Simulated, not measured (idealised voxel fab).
Process module under the name voxel ribs on slabs
In the cross-section labelled cut, the width is 175 nm and each square cell is 5 nm.
Reading order for cross-sections: top band down to bottom band. Underlying form: a grid of square cells. Band size: one or more rows of cells. Basically the band line says how high the top is and how high the bottom is, in nm, and then what's in it from left to right, every material with its width in nm. Empty space shows up as "air", and if a single material carries "full width" it runs the full band edge to edge. Heights are reckoned from 0. Under this level, the received wafer is all of one material. The bottommost band is open-ended downward, for example "z 0 and below". Width "30->40": first value at the band's top row of cells, second value at its bottom row, equal change from row to row. "nothing was modified" means the step left every cell of the cross-section as it was. "Closed void list" means: voids of 8 cells or more that are shut off from the top with no open way through. Written width x height at distance, distance from the left edge, in nm. after a step's settings: what the simulator itself notes on the step. On any step carrying a mask, the "overlay nm" setting, if present on the step's line, tells how far right of its planned place the mask lay; negative values point to the left.
-- The planned process steps are enumerated hereunder
| 1 | op RECEIVE | material Si |
| 2 | op DIRECTIONAL_DEP | material SiO2 | thk nm 20 |
| 3 | op DIRECTIONAL_DEP | material polySi | thk nm 15 |
| 4 | op DIRECTIONAL_DEP | material aC | thk nm 15 |
| 5 | op PATTERN | tone cover | mask id RIB | material resist | width nm 30 | thk nm 35 | overlay nm 0 |
| 6 | op DIRECTIONAL_ETCH | etch materials aC | depth nm 15 |
| 7 | op STRIP | etch materials resist |
| 8 | op DIRECTIONAL_ETCH | etch materials polySi | depth nm 10 |
| 9 | op STRIP | etch materials aC |
| 10 | op MASKED_ETCH | tone cover | mask id SLAB | width nm 70 | etch materials polySi | depth nm 5 | overlay nm 0 |
| 11 | op FILL_DEP | material SiO2 | thk nm 20 |
| 12 | op CMP | height nm 45 |
| 13 | op DIRECTIONAL_DEP | material W | thk nm 10 |
| 14 | op DIRECTIONAL_DEP | material aC | thk nm 15 |
| 15 | op PATTERN | tone cover | mask id HEATER | material resist | width nm 40 | thk nm 35 | overlay nm 0 |
| 16 | op DIRECTIONAL_ETCH | etch materials aC | depth nm 15 |
| 17 | op STRIP | etch materials resist |
| 18 | op DIRECTIONAL_ETCH | etch materials W | depth nm 10 |
| 19 | op STRIP | etch materials aC |
| 20 | op CONFORMAL_DEP | material SiO2 | thk nm 10 |
-- Received-state cross-section, reflecting completion of step 1
z 0 and below = Si full width
Closed void list: none
-- End-of-module cross-section. Starting structure and process plan as above; one mistake made in running it
z 60 to 50 = air 55 | SiO2 60 | air 60
z 50 to 40 = SiO2 65 | W 40 | SiO2 70
z 40 to 35 = SiO2 full width
z 35 to 25 = SiO2 70 | polySi 30 | SiO2 75
z 25 to 20 = SiO2 50 | polySi 70 | SiO2 55
z 20 to 0 = SiO2 full width
z 0 and below = Si full width
Closed void list: none
Nonconformance to the process plan: step 12 changed vs plan, executed as op CMP | height nm 40
